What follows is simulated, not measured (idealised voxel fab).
Process module, titled voxel transistor to metal
Displayed cross-section: cut, width of 285 nm, square cells sized 5 nm.
Cross-section layout: square cells on a grid; listed as bands, top to bottom; a band spans one or more cell rows. Heads up on the band format: heights come first, top then bottom, in nm. After that it's the materials left to right, each with its width in nm. A single material flagged "throughout" fills the whole band edge to edge, and "air" means there's empty space there. Height is counted from the level 0, under which the received wafer is composed throughout of one material. The lowest of the bands is not closed at the bottom but continues downward, in the notation "0 and below". Width: "30..40" (first number = top row, second number = bottom row, same change from row to row of cells). Take "nothing got changed" at face value: in the step it is given for, the cross-section changed in none of its cells. For the entry "Unvented cavities", the listed items are empty spaces with no open way to the top whose size is 8 cells or more; each item follows the pattern width x height at distance, where distance is from the left edge and all three are in nm. On a step's line, text after the settings is the simulator commenting on that step. Steps that use a mask can have "overlay nm" on their line. It says how far the mask sat to the right of where it was meant to be. Negative means to the left.

Process steps - plan
1,RECEIVE with material Si
2,CONFORMAL_DEP with material SiO2, thk nm 5
3,CONFORMAL_DEP with material SiN, thk nm 10
4,PATTERN with tone cover, mask id ACTIVE, material resist, width nm 115, pitch nm 140, thk nm 15, overlay nm 0
5,DIRECTIONAL_ETCH with etch materials SiN, depth nm 10
6,DIRECTIONAL_ETCH with etch materials SiO2, depth nm 5
7,DIRECTIONAL_ETCH with etch materials Si, depth nm 25
8,STRIP with etch materials resist
9,OXIDIZE with depth nm 5
10,FILL_DEP with material SiO2, thk nm 5
11,CMP with height nm 15
12,SELECTIVE_ETCH with etch materials SiO2, depth nm 5
13,STRIP with etch materials SiN
14,SELECTIVE_ETCH with etch materials SiO2, depth nm 5
15,OXIDIZE with depth nm 5
16,DIRECTIONAL_DEP with material polySi, thk nm 25
17,DIRECTIONAL_DEP with material SiCN, thk nm 10
18,PATTERN with tone cover, mask id GATE, material resist, width nm 25, pitch nm 140, thk nm 20, overlay nm 0
19,DIRECTIONAL_ETCH with etch materials SiCN, depth nm 20
20,DIRECTIONAL_ETCH with etch materials polySi, depth nm 35
21,STRIP with etch materials resist
22,CONFORMAL_DEP with material SiO2, thk nm 5
23,DIRECTIONAL_ETCH with etch materials SiO2, depth nm 5
24,CONFORMAL_DEP with material SiN, thk nm 10
25,DIRECTIONAL_ETCH with etch materials SiN, depth nm 10
26,DIRECTIONAL_ETCH with etch materials SiO2, depth nm 5
27,DIRECTIONAL_ETCH with etch materials Si, depth nm 5
28,EPI with material nSi, thk nm 5
29,FILL_DEP with material SiO2, thk nm 5
30,CMP with height nm 35
31,DIRECTIONAL_DEP with material SiO2, thk nm 10
32,DIRECTIONAL_DEP with material aC, thk nm 10
33,PATTERN with tone open, mask id CONTACT, material resist, width nm 35, pitch nm 70, thk nm 30, overlay nm 0
34,DIRECTIONAL_ETCH with etch materials aC, depth nm 10
35,STRIP with etch materials resist
36,DIRECTIONAL_ETCH with etch materials SiO2, depth nm 50
37,STRIP with etch materials aC
38,CONFORMAL_DEP with material TiN, thk nm 5
39,FILL_DEP with material W, thk nm 5
40,CMP with height nm 45
41,DIRECTIONAL_DEP with material TiN, thk nm 5
42,DIRECTIONAL_DEP with material W, thk nm 25
43,PATTERN with tone cover, mask id METAL_1, material resist, width nm 20, thk nm 15, overlay nm 0
44,DIRECTIONAL_ETCH with etch materials W, depth nm 25
45,DIRECTIONAL_ETCH with etch materials TiN, depth nm 5
46,STRIP with etch materials resist
47,CONFORMAL_DEP with material SiN, thk nm 5
48,FILL_DEP with material SiO2, thk nm 10
49,CMP with height nm 75
50,CONFORMAL_DEP with material SiCN, thk nm 5

First of two wafers, processed according to plan

Cross-section of the incoming wafer, state after step 1
0 and below: Si throughout
Unvented cavities: none

Cross-section: wafer state after step 2
5 down to 0: SiO2 throughout
Under the height 0 nothing was changed.

Cross-section: wafer state after step 3
15 down to 5: SiN throughout
Under the height 5 nothing was changed.

Cross-section: wafer state after step 4
30 down to 15: air 15 / resist 115 / air 25 / resist 115 / air 15
Under the height 15 nothing was changed.

Cross-section: wafer state after step 5
30 down to 15: air 15 / resist 115 / air 25 / resist 115 / air 15
15 down to 5: air 15 / SiN 115 / air 25 / SiN 115 / air 15
Under the height 5 nothing was changed.

Cross-section: wafer state after step 6
30 down to 15: air 15 / resist 115 / air 25 / resist 115 / air 15
15 down to 5: air 15 / SiN 115 / air 25 / SiN 115 / air 15
5 down to 0: air 15 / SiO2 115 / air 25 / SiO2 115 / air 15
Under the height 0 nothing was changed.

Cross-section: wafer state after step 7
30 down to 15: air 15 / resist 115 / air 25 / resist 115 / air 15
15 down to 5: air 15 / SiN 115 / air 25 / SiN 115 / air 15
5 down to 0: air 15 / SiO2 115 / air 25 / SiO2 115 / air 15
0 down to -25: air 15 / Si 115 / air 25 / Si 115 / air 15
Under the height -25 nothing was changed.

Cross-section: wafer state after step 8
15 down to 5: air 15 / SiN 115 / air 25 / SiN 115 / air 15
Under the height 5 nothing was changed.

Cross-section: wafer state after step 9
15 down to 5: air 15 / SiN 115 / air 25 / SiN 115 / air 15
5 down to 0: air 15 / SiO2 115 / air 25 / SiO2 115 / air 15
0 down to -25: air 15 / SiO2 5 / Si 105 / SiO2 5 / air 25 / SiO2 5 / Si 105 / SiO2 5 / air 15
-25 down to -30: SiO2 20 / Si 105 / SiO2 35 / Si 105 / SiO2 20
Under the height -30 nothing was changed.

Cross-section: wafer state after step 10
20 down to 15: SiO2 throughout
15 down to 5: SiO2 15 / SiN 115 / SiO2 25 / SiN 115 / SiO2 15
5 down to 0: SiO2 throughout
0 down to -30: SiO2 20 / Si 105 / SiO2 35 / Si 105 / SiO2 20
Under the height -30 nothing was changed.

Cross-section: wafer state after step 11
15 down to 5: SiO2 15 / SiN 115 / SiO2 25 / SiN 115 / SiO2 15
Under the height 5 nothing was changed.

Cross-section: wafer state after step 12
15 down to 10: air 15 / SiN 115 / air 25 / SiN 115 / air 15
Under the height 10 nothing was changed.

Cross-section: wafer state after step 13
10 down to 5: SiO2 15 / air 115 / SiO2 25 / air 115 / SiO2 15
Under the height 5 nothing was changed.

Cross-section: wafer state after step 14
5 down to 0: SiO2 10 / air 125 / SiO2 15 / air 125 / SiO2 10
Under the height 0 nothing was changed.

Cross-section: wafer state after step 15
5 down to 0: SiO2 10 / air 125 / SiO2 15 / air 125 / SiO2 10
0 down to -5: SiO2 throughout
Under the height -5 nothing was changed.

Cross-section: wafer state after step 16
30 down to 25: polySi 10 / air 125 / polySi 15 / air 125 / polySi 10
25 down to 5: polySi throughout
5 down to 0: SiO2 10 / polySi 125 / SiO2 15 / polySi 125 / SiO2 10
Under the height 0 nothing was changed.

Cross-section: wafer state after step 17
40 down to 35: SiCN 10 / air 125 / SiCN 15 / air 125 / SiCN 10
35 down to 30: SiCN throughout
30 down to 25: polySi 10 / SiCN 125 / polySi 15 / SiCN 125 / polySi 10
Under the height 25 nothing was changed.

Cross-section: wafer state after step 18
60 down to 40: air 60 / resist 25 / air 115 / resist 25 / air 60
40 down to 35: SiCN 10 / air 50 / resist 25 / air 50 / SiCN 15 / air 50 / resist 25 / air 50 / SiCN 10
Under the height 35 nothing was changed.

Cross-section: wafer state after step 19
60 down to 35: air 60 / resist 25 / air 115 / resist 25 / air 60
35 down to 30: air 60 / SiCN 25 / air 115 / SiCN 25 / air 60
30 down to 25: polySi 10 / air 50 / SiCN 25 / air 50 / polySi 15 / air 50 / SiCN 25 / air 50 / polySi 10
Under the height 25 nothing was changed.

Cross-section: wafer state after step 20
60 down to 35: air 60 / resist 25 / air 115 / resist 25 / air 60
35 down to 25: air 60 / SiCN 25 / air 115 / SiCN 25 / air 60
25 down to 5: air 60 / polySi 25 / air 115 / polySi 25 / air 60
5 down to 0: SiO2 10 / air 50 / polySi 25 / air 50 / SiO2 15 / air 50 / polySi 25 / air 50 / SiO2 10
Under the height 0 nothing was changed.

Cross-section: wafer state after step 21
35 down to 25: air 60 / SiCN 25 / air 115 / SiCN 25 / air 60
Under the height 25 nothing was changed.

Cross-section: wafer state after step 22
40 down to 35: air 55 / SiO2 35 / air 105 / SiO2 35 / air 55
35 down to 25: air 55 / SiO2 5 / SiCN 25 / SiO2 5 / air 105 / SiO2 5 / SiCN 25 / SiO2 5 / air 55
25 down to 10: air 55 / SiO2 5 / polySi 25 / SiO2 5 / air 105 / SiO2 5 / polySi 25 / SiO2 5 / air 55
10 down to 5: SiO2 15 / air 40 / SiO2 5 / polySi 25 / SiO2 5 / air 40 / SiO2 25 / air 40 / SiO2 5 / polySi 25 / SiO2 5 / air 40 / SiO2 15
5 down to 0: SiO2 60 / polySi 25 / SiO2 115 / polySi 25 / SiO2 60
Under the height 0 nothing was changed.

Cross-section: wafer state after step 23
35 down to 25: air 55 / SiO2 5 / SiCN 25 / SiO2 5 / air 105 / SiO2 5 / SiCN 25 / SiO2 5 / air 55
25 down to 5: air 55 / SiO2 5 / polySi 25 / SiO2 5 / air 105 / SiO2 5 / polySi 25 / SiO2 5 / air 55
5 down to 0: SiO2 15 / air 40 / SiO2 5 / polySi 25 / SiO2 5 / air 40 / SiO2 25 / air 40 / SiO2 5 / polySi 25 / SiO2 5 / air 40 / SiO2 15
Under the height 0 nothing was changed.

Cross-section: wafer state after step 24
45 down to 35: air 45 / SiN 55 / air 85 / SiN 55 / air 45
35 down to 25: air 45 / SiN 10 / SiO2 5 / SiCN 25 / SiO2 5 / SiN 10 / air 85 / SiN 10 / SiO2 5 / SiCN 25 / SiO2 5 / SiN 10 / air 45
25 down to 15: air 45 / SiN 10 / SiO2 5 / polySi 25 / SiO2 5 / SiN 10 / air 85 / SiN 10 / SiO2 5 / polySi 25 / SiO2 5 / SiN 10 / air 45
15 down to 10: SiN 25 / air 20 / SiN 10 / SiO2 5 / polySi 25 / SiO2 5 / SiN 10 / air 20 / SiN 45 / air 20 / SiN 10 / SiO2 5 / polySi 25 / SiO2 5 / SiN 10 / air 20 / SiN 25
10 down to 5: SiN 55 / SiO2 5 / polySi 25 / SiO2 5 / SiN 105 / SiO2 5 / polySi 25 / SiO2 5 / SiN 55
5 down to 0: SiO2 15 / SiN 40 / SiO2 5 / polySi 25 / SiO2 5 / SiN 40 / SiO2 25 / SiN 40 / SiO2 5 / polySi 25 / SiO2 5 / SiN 40 / SiO2 15
Under the height 0 nothing was changed.

Cross-section: wafer state after step 25
35 down to 25: air 45 / SiN 10 / SiO2 5 / SiCN 25 / SiO2 5 / SiN 10 / air 85 / SiN 10 / SiO2 5 / SiCN 25 / SiO2 5 / SiN 10 / air 45
25 down to 5: air 45 / SiN 10 / SiO2 5 / polySi 25 / SiO2 5 / SiN 10 / air 85 / SiN 10 / SiO2 5 / polySi 25 / SiO2 5 / SiN 10 / air 45
5 down to 0: SiO2 15 / SiN 10 / air 20 / SiN 10 / SiO2 5 / polySi 25 / SiO2 5 / SiN 10 / air 20 / SiN 10 / SiO2 25 / SiN 10 / air 20 / SiN 10 / SiO2 5 / polySi 25 / SiO2 5 / SiN 10 / air 20 / SiN 10 / SiO2 15
Under the height 0 nothing was changed.

Cross-section: wafer state after step 26
35 down to 30: air 45 / SiN 10 / air 5 / SiCN 25 / air 5 / SiN 10 / air 85 / SiN 10 / air 5 / SiCN 25 / air 5 / SiN 10 / air 45
30 down to 25: air 45 / SiN 10 / SiO2 5 / SiCN 25 / SiO2 5 / SiN 10 / air 85 / SiN 10 / SiO2 5 / SiCN 25 / SiO2 5 / SiN 10 / air 45
25 down to 5: air 45 / SiN 10 / SiO2 5 / polySi 25 / SiO2 5 / SiN 10 / air 85 / SiN 10 / SiO2 5 / polySi 25 / SiO2 5 / SiN 10 / air 45
5 down to 0: air 15 / SiN 10 / air 20 / SiN 10 / SiO2 5 / polySi 25 / SiO2 5 / SiN 10 / air 20 / SiN 10 / air 25 / SiN 10 / air 20 / SiN 10 / SiO2 5 / polySi 25 / SiO2 5 / SiN 10 / air 20 / SiN 10 / air 15
0 down to -5: SiO2 25 / air 20 / SiO2 55 / air 20 / SiO2 45 / air 20 / SiO2 55 / air 20 / SiO2 25
Under the height -5 nothing was changed.

Cross-section: wafer state after step 27
35 down to 30: air 45 / SiN 10 / air 5 / SiCN 25 / air 5 / SiN 10 / air 85 / SiN 10 / air 5 / SiCN 25 / air 5 / SiN 10 / air 45
30 down to 25: air 45 / SiN 10 / SiO2 5 / SiCN 25 / SiO2 5 / SiN 10 / air 85 / SiN 10 / SiO2 5 / SiCN 25 / SiO2 5 / SiN 10 / air 45
25 down to 5: air 45 / SiN 10 / SiO2 5 / polySi 25 / SiO2 5 / SiN 10 / air 85 / SiN 10 / SiO2 5 / polySi 25 / SiO2 5 / SiN 10 / air 45
5 down to 0: air 15 / SiN 10 / air 20 / SiN 10 / SiO2 5 / polySi 25 / SiO2 5 / SiN 10 / air 20 / SiN 10 / air 25 / SiN 10 / air 20 / SiN 10 / SiO2 5 / polySi 25 / SiO2 5 / SiN 10 / air 20 / SiN 10 / air 15
0 down to -5: SiO2 25 / air 20 / SiO2 55 / air 20 / SiO2 45 / air 20 / SiO2 55 / air 20 / SiO2 25
-5 down to -10: SiO2 20 / Si 5 / air 20 / Si 55 / air 20 / Si 5 / SiO2 35 / Si 5 / air 20 / Si 55 / air 20 / Si 5 / SiO2 20
Under the height -10 nothing was changed.

Cross-section: wafer state after step 28
35 down to 30: air 45 / SiN 10 / air 5 / SiCN 25 / air 5 / SiN 10 / air 85 / SiN 10 / air 5 / SiCN 25 / air 5 / SiN 10 / air 45
30 down to 25: air 45 / SiN 10 / SiO2 5 / SiCN 25 / SiO2 5 / SiN 10 / air 85 / SiN 10 / SiO2 5 / SiCN 25 / SiO2 5 / SiN 10 / air 45
25 down to 5: air 45 / SiN 10 / SiO2 5 / polySi 25 / SiO2 5 / SiN 10 / air 85 / SiN 10 / SiO2 5 / polySi 25 / SiO2 5 / SiN 10 / air 45
5 down to 0: air 15 / SiN 10 / air 20 / SiN 10 / SiO2 5 / polySi 25 / SiO2 5 / SiN 10 / air 20 / SiN 10 / air 25 / SiN 10 / air 20 / SiN 10 / SiO2 5 / polySi 25 / SiO2 5 / SiN 10 / air 20 / SiN 10 / air 15
0 down to -5: SiO2 25 / nSi 5 / air 10 / nSi 5 / SiO2 55 / nSi 5 / air 10 / nSi 5 / SiO2 45 / nSi 5 / air 10 / nSi 5 / SiO2 55 / nSi 5 / air 10 / nSi 5 / SiO2 25
-5 down to -10: SiO2 20 / Si 5 / nSi 20 / Si 55 / nSi 20 / Si 5 / SiO2 35 / Si 5 / nSi 20 / Si 55 / nSi 20 / Si 5 / SiO2 20
Under the height -10 nothing was changed.

Cross-section: wafer state after step 29
40 down to 35: SiO2 throughout
35 down to 25: SiO2 45 / SiN 10 / SiO2 5 / SiCN 25 / SiO2 5 / SiN 10 / SiO2 85 / SiN 10 / SiO2 5 / SiCN 25 / SiO2 5 / SiN 10 / SiO2 45
25 down to 5: SiO2 45 / SiN 10 / SiO2 5 / polySi 25 / SiO2 5 / SiN 10 / SiO2 85 / SiN 10 / SiO2 5 / polySi 25 / SiO2 5 / SiN 10 / SiO2 45
5 down to 0: SiO2 15 / SiN 10 / SiO2 20 / SiN 10 / SiO2 5 / polySi 25 / SiO2 5 / SiN 10 / SiO2 20 / SiN 10 / SiO2 25 / SiN 10 / SiO2 20 / SiN 10 / SiO2 5 / polySi 25 / SiO2 5 / SiN 10 / SiO2 20 / SiN 10 / SiO2 15
0 down to -5: SiO2 25 / nSi 5 / SiO2 10 / nSi 5 / SiO2 55 / nSi 5 / SiO2 10 / nSi 5 / SiO2 45 / nSi 5 / SiO2 10 / nSi 5 / SiO2 55 / nSi 5 / SiO2 10 / nSi 5 / SiO2 25
Under the height -5 nothing was changed.

Cross-section: wafer state after step 30
35 down to 25: SiO2 45 / SiN 10 / SiO2 5 / SiCN 25 / SiO2 5 / SiN 10 / SiO2 85 / SiN 10 / SiO2 5 / SiCN 25 / SiO2 5 / SiN 10 / SiO2 45
Under the height 25 nothing was changed.

Cross-section: wafer state after step 31
45 down to 35: SiO2 throughout
Under the height 35 nothing was changed.

Cross-section: wafer state after step 32
55 down to 45: aC throughout
Under the height 45 nothing was changed.

Cross-section: wafer state after step 33
85 down to 55: resist 20 / air 35 / resist 35 / air 35 / resist 35 / air 35 / resist 35 / air 35 / resist 20
Under the height 55 nothing was changed.

Cross-section: wafer state after step 34
75 down to 55: resist 20 / air 35 / resist 35 / air 35 / resist 35 / air 35 / resist 35 / air 35 / resist 20
55 down to 45: aC 20 / air 35 / aC 35 / air 35 / aC 35 / air 35 / aC 35 / air 35 / aC 20
Under the height 45 nothing was changed.

Cross-section: wafer state after step 35
55 down to 45: aC 20 / air 35 / aC 35 / air 35 / aC 35 / air 35 / aC 35 / air 35 / aC 20
Under the height 45 nothing was changed.

Cross-section: wafer state after step 36
55 down to 45: aC 20 / air 35 / aC 35 / air 35 / aC 35 / air 35 / aC 35 / air 35 / aC 20
45 down to 35: SiO2 20 / air 35 / SiO2 35 / air 35 / SiO2 35 / air 35 / SiO2 35 / air 35 / SiO2 20
35 down to 25: SiO2 20 / air 25 / SiN 10 / SiO2 5 / SiCN 25 / SiO2 5 / SiN 10 / air 25 / SiO2 35 / air 25 / SiN 10 / SiO2 5 / SiCN 25 / SiO2 5 / SiN 10 / air 25 / SiO2 20
25 down to 5: SiO2 20 / air 25 / SiN 10 / SiO2 5 / polySi 25 / SiO2 5 / SiN 10 / air 25 / SiO2 35 / air 25 / SiN 10 / SiO2 5 / polySi 25 / SiO2 5 / SiN 10 / air 25 / SiO2 20
5 down to 0: SiO2 15 / SiN 10 / air 20 / SiN 10 / SiO2 5 / polySi 25 / SiO2 5 / SiN 10 / air 20 / SiN 10 / SiO2 25 / SiN 10 / air 20 / SiN 10 / SiO2 5 / polySi 25 / SiO2 5 / SiN 10 / air 20 / SiN 10 / SiO2 15
0 down to -5: SiO2 25 / nSi 5 / air 10 / nSi 5 / SiO2 55 / nSi 5 / air 10 / nSi 5 / SiO2 45 / nSi 5 / air 10 / nSi 5 / SiO2 55 / nSi 5 / air 10 / nSi 5 / SiO2 25
Under the height -5 nothing was changed.

Cross-section: wafer state after step 37
45 down to 35: SiO2 20 / air 35 / SiO2 35 / air 35 / SiO2 35 / air 35 / SiO2 35 / air 35 / SiO2 20
Under the height 35 nothing was changed.

Cross-section: wafer state after step 38
50 down to 45: TiN 25 / air 25 / TiN 45 / air 25 / TiN 45 / air 25 / TiN 45 / air 25 / TiN 25
45 down to 35: SiO2 20 / TiN 5 / air 25..15 / TiN 5..15 / SiO2 35 / TiN 5..15 / air 25..15 / TiN 5 / SiO2 35 / TiN 5 / air 25..15 / TiN 5..15 / SiO2 35 / TiN 5..15 / air 25..15 / TiN 5 / SiO2 20
35 down to 25: SiO2 20 / TiN 5 / air 15 / TiN 5 / SiN 10 / SiO2 5 / SiCN 25 / SiO2 5 / SiN 10 / TiN 5 / air 15 / TiN 5 / SiO2 35 / TiN 5 / air 15 / TiN 5 / SiN 10 / SiO2 5 / SiCN 25 / SiO2 5 / SiN 10 / TiN 5 / air 15 / TiN 5 / SiO2 20
25 down to 10: SiO2 20 / TiN 5 / air 15 / TiN 5 / SiN 10 / SiO2 5 / polySi 25 / SiO2 5 / SiN 10 / TiN 5 / air 15 / TiN 5 / SiO2 35 / TiN 5 / air 15 / TiN 5 / SiN 10 / SiO2 5 / polySi 25 / SiO2 5 / SiN 10 / TiN 5 / air 15 / TiN 5 / SiO2 20
10 down to 5: SiO2 20 / TiN 10 / air 10 / TiN 5 / SiN 10 / SiO2 5 / polySi 25 / SiO2 5 / SiN 10 / TiN 5 / air 10 / TiN 10 / SiO2 35 / TiN 10 / air 10 / TiN 5 / SiN 10 / SiO2 5 / polySi 25 / SiO2 5 / SiN 10 / TiN 5 / air 10 / TiN 10 / SiO2 20
5 down to 0: SiO2 15 / SiN 10 / TiN 20 / SiN 10 / SiO2 5 / polySi 25 / SiO2 5 / SiN 10 / TiN 20 / SiN 10 / SiO2 25 / SiN 10 / TiN 20 / SiN 10 / SiO2 5 / polySi 25 / SiO2 5 / SiN 10 / TiN 20 / SiN 10 / SiO2 15
0 down to -5: SiO2 25 / nSi 5 / TiN 10 / nSi 5 / SiO2 55 / nSi 5 / TiN 10 / nSi 5 / SiO2 45 / nSi 5 / TiN 10 / nSi 5 / SiO2 55 / nSi 5 / TiN 10 / nSi 5 / SiO2 25
Under the height -5 nothing was changed.

Cross-section: wafer state after step 39
55 down to 50: W throughout
50 down to 45: TiN 25 / W 25 / TiN 45 / W 25 / TiN 45 / W 25 / TiN 45 / W 25 / TiN 25
45 down to 35: SiO2 20 / TiN 5 / W 25..15 / TiN 5..15 / SiO2 35 / TiN 5..15 / W 25..15 / TiN 5 / SiO2 35 / TiN 5 / W 25..15 / TiN 5..15 / SiO2 35 / TiN 5..15 / W 25..15 / TiN 5 / SiO2 20
35 down to 25: SiO2 20 / TiN 5 / W 15 / TiN 5 / SiN 10 / SiO2 5 / SiCN 25 / SiO2 5 / SiN 10 / TiN 5 / W 15 / TiN 5 / SiO2 35 / TiN 5 / W 15 / TiN 5 / SiN 10 / SiO2 5 / SiCN 25 / SiO2 5 / SiN 10 / TiN 5 / W 15 / TiN 5 / SiO2 20
25 down to 10: SiO2 20 / TiN 5 / W 15 / TiN 5 / SiN 10 / SiO2 5 / polySi 25 / SiO2 5 / SiN 10 / TiN 5 / W 15 / TiN 5 / SiO2 35 / TiN 5 / W 15 / TiN 5 / SiN 10 / SiO2 5 / polySi 25 / SiO2 5 / SiN 10 / TiN 5 / W 15 / TiN 5 / SiO2 20
10 down to 5: SiO2 20 / TiN 10 / W 10 / TiN 5 / SiN 10 / SiO2 5 / polySi 25 / SiO2 5 / SiN 10 / TiN 5 / W 10 / TiN 10 / SiO2 35 / TiN 10 / W 10 / TiN 5 / SiN 10 / SiO2 5 / polySi 25 / SiO2 5 / SiN 10 / TiN 5 / W 10 / TiN 10 / SiO2 20
Under the height 5 nothing was changed.

Cross-section: wafer state after step 40
45 down to 35: SiO2 20 / TiN 5 / W 25..15 / TiN 5..15 / SiO2 35 / TiN 5..15 / W 25..15 / TiN 5 / SiO2 35 / TiN 5 / W 25..15 / TiN 5..15 / SiO2 35 / TiN 5..15 / W 25..15 / TiN 5 / SiO2 20
Under the height 35 nothing was changed.

Cross-section: wafer state after step 41
50 down to 45: TiN throughout
Under the height 45 nothing was changed.

Cross-section: wafer state after step 42
75 down to 50: W throughout
Under the height 50 nothing was changed.

Cross-section: wafer state after step 43
90 down to 75: air 20 / resist 20 / air 65 / resist 20 / air 35 / resist 20 / air 65 / resist 20 / air 20
Under the height 75 nothing was changed.

Cross-section: wafer state after step 44
90 down to 75: air 20 / resist 20 / air 65 / resist 20 / air 35 / resist 20 / air 65 / resist 20 / air 20
75 down to 50: air 20 / W 20 / air 65 / W 20 / air 35 / W 20 / air 65 / W 20 / air 20
Under the height 50 nothing was changed.

Cross-section: wafer state after step 45
90 down to 75: air 20 / resist 20 / air 65 / resist 20 / air 35 / resist 20 / air 65 / resist 20 / air 20
75 down to 50: air 20 / W 20 / air 65 / W 20 / air 35 / W 20 / air 65 / W 20 / air 20
50 down to 45: air 20 / TiN 20 / air 65 / TiN 20 / air 35 / TiN 20 / air 65 / TiN 20 / air 20
Under the height 45 nothing was changed.

Cross-section: wafer state after step 46
75 down to 50: air 20 / W 20 / air 65 / W 20 / air 35 / W 20 / air 65 / W 20 / air 20
Under the height 50 nothing was changed.

Cross-section: wafer state after step 47
80 down to 75: air 15 / SiN 30 / air 55 / SiN 30 / air 25 / SiN 30 / air 55 / SiN 30 / air 15
75 down to 50: air 15 / SiN 5 / W 20 / SiN 5 / air 55 / SiN 5 / W 20 / SiN 5 / air 25 / SiN 5 / W 20 / SiN 5 / air 55 / SiN 5 / W 20 / SiN 5 / air 15
50 down to 45: SiN 20 / TiN 20 / SiN 65 / TiN 20 / SiN 35 / TiN 20 / SiN 65 / TiN 20 / SiN 20
Under the height 45 nothing was changed.

Cross-section: wafer state after step 48
90 down to 80: SiO2 throughout
80 down to 75: SiO2 15 / SiN 30 / SiO2 55 / SiN 30 / SiO2 25 / SiN 30 / SiO2 55 / SiN 30 / SiO2 15
75 down to 50: SiO2 15 / SiN 5 / W 20 / SiN 5 / SiO2 55 / SiN 5 / W 20 / SiN 5 / SiO2 25 / SiN 5 / W 20 / SiN 5 / SiO2 55 / SiN 5 / W 20 / SiN 5 / SiO2 15
Under the height 50 nothing was changed.

Cross-section: wafer state after step 49
75 down to 50: SiO2 15 / SiN 5 / W 20 / SiN 5 / SiO2 55 / SiN 5 / W 20 / SiN 5 / SiO2 25 / SiN 5 / W 20 / SiN 5 / SiO2 55 / SiN 5 / W 20 / SiN 5 / SiO2 15
Under the height 50 nothing was changed.

Cross-section: wafer state after step 50
80 down to 75: SiCN throughout
Under the height 75 nothing was changed.

Second of two: same start, same plan, one run error; steps up to and including 42 match the first

Cross-section of the second wafer corresponding to the planned conclusion of step 43
90 down to 75: air 20 / resist 25 / air 60 / resist 25 / air 30 / resist 25 / air 60 / resist 25 / air 15
Under the height 75 nothing was changed.

Cross-section of the second wafer corresponding to the planned conclusion of step 44
90 down to 75: air 20 / resist 25 / air 60 / resist 25 / air 30 / resist 25 / air 60 / resist 25 / air 15
75 down to 50: air 20 / W 25 / air 60 / W 25 / air 30 / W 25 / air 60 / W 25 / air 15
Under the height 50 nothing was changed.

Cross-section of the second wafer corresponding to the planned conclusion of step 45
90 down to 75: air 20 / resist 25 / air 60 / resist 25 / air 30 / resist 25 / air 60 / resist 25 / air 15
75 down to 50: air 20 / W 25 / air 60 / W 25 / air 30 / W 25 / air 60 / W 25 / air 15
50 down to 45: air 20 / TiN 25 / air 60 / TiN 25 / air 30 / TiN 25 / air 60 / TiN 25 / air 15
Under the height 45 nothing was changed.

Cross-section of the second wafer corresponding to the planned conclusion of step 46
75 down to 50: air 20 / W 25 / air 60 / W 25 / air 30 / W 25 / air 60 / W 25 / air 15
Under the height 50 nothing was changed.

Cross-section of the second wafer corresponding to the planned conclusion of step 47
80 down to 75: air 15 / SiN 35 / air 50 / SiN 35 / air 20 / SiN 35 / air 50 / SiN 35 / air 10
75 down to 50: air 15 / SiN 5 / W 25 / SiN 5 / air 50 / SiN 5 / W 25 / SiN 5 / air 20 / SiN 5 / W 25 / SiN 5 / air 50 / SiN 5 / W 25 / SiN 5 / air 10
50 down to 45: SiN 20 / TiN 25 / SiN 60 / TiN 25 / SiN 30 / TiN 25 / SiN 60 / TiN 25 / SiN 15
Under the height 45 nothing was changed.

Cross-section of the second wafer corresponding to the planned conclusion of step 48
90 down to 80: SiO2 throughout
80 down to 75: SiO2 15 / SiN 35 / SiO2 50 / SiN 35 / SiO2 20 / SiN 35 / SiO2 50 / SiN 35 / SiO2 10
75 down to 50: SiO2 15 / SiN 5 / W 25 / SiN 5 / SiO2 50 / SiN 5 / W 25 / SiN 5 / SiO2 20 / SiN 5 / W 25 / SiN 5 / SiO2 50 / SiN 5 / W 25 / SiN 5 / SiO2 10
Under the height 50 nothing was changed.

Cross-section of the second wafer corresponding to the planned conclusion of step 49
75 down to 50: SiO2 15 / SiN 5 / W 25 / SiN 5 / SiO2 50 / SiN 5 / W 25 / SiN 5 / SiO2 20 / SiN 5 / W 25 / SiN 5 / SiO2 50 / SiN 5 / W 25 / SiN 5 / SiO2 10
Under the height 50 nothing was changed.

Cross-section of the second wafer corresponding to the planned conclusion of step 50
80 down to 75: SiCN throughout
Under the height 75 nothing was changed.
Diagnosis: in deviation from the planned setting, step 43 was conducted as PATTERN with tone cover, mask id METAL_1, material resist, width nm 25, thk nm 15, overlay nm 0
In the final state, the cell counts of the second wafer exceed or fall short of those of the first for the following materials: SiN: 4 fewer, SiO2: 20 fewer, TiN: 4 more, W: 20 more
